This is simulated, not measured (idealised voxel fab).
process module | voxel lift off
cross-section cut | 215 nm wide | cells 5 nm
A cross-section is a grid of square cells, given in bands from the top down. A band is one or more rows of cells.
Each band's line starts with the height of the band's top and of its bottom, in nm. Then come its materials from left to right, each with its width in nm. One material with "throughout" fills the band from edge to edge. "air" is empty space.
Height 0 is the level under which the wafer as received is all one material. The lowest band goes on downwards, as in "0 down".
A width such as "30 to 40" changes by the same amount from each row of cells to the next, from the band's top row to its bottom row.
"no change" after a step means that no cell of the cross-section changed.
closed voids: empty space of 8 cells or more with no open way to the top, each as width x height at its distance from the left edge, in nm
after a step's settings: what the simulator itself notes on the step
overlay nm, on a step with a mask: how far to the right of its planned place the mask lay; to the left if negative
plan
1 op RECEIVE | material Si
2 op CONFORMAL_DEP | material Al2O3 | thk nm 15
3 op PATTERN | tone open | mask id LINES | material resist | width nm 15 | pitch nm 30 | thk nm 20 | overlay nm 0
4 op DIRECTIONAL_DEP | material Ru | thk nm 10
5 op STRIP | etch materials resist
6 op CONFORMAL_DEP | material SiO2 | thk nm 5
as received, after step 1
  0 down: Si throughout
  closed voids: none
first wafer at the end, as planned
  30 to 25: air 80 | SiO2 25 | air 5 | SiO2 25 | air 80
  25 to 20: air 80 | SiO2 5 | Ru 15 | SiO2 5 | air 5 | SiO2 5 | Ru 15 | SiO2 5 | air 80
  20 to 15: SiO2 85 | Ru 15 | SiO2 15 | Ru 15 | SiO2 85
  15 to 0: Al2O3 throughout
  0 down: Si throughout
  closed voids: none
second wafer at the end: like start, like plan, one mistake
  45 to 40: air 80 | SiO2 25 | air 5 | SiO2 25 | air 80
  40 to 35: air 80 | SiO2 5 | Ru 15 | SiO2 5 | air 5 | SiO2 5 | Ru 15 | SiO2 5 | air 80
  35 to 30: SiO2 85 | Ru 15 | SiO2 15 | Ru 15 | SiO2 85
  30 to 0: Al2O3 throughout
  0 down: Si throughout
  closed voids: none
what went wrong: step 2 was run twice
at the end the second wafer has, in cells: 129 more of Al2O3
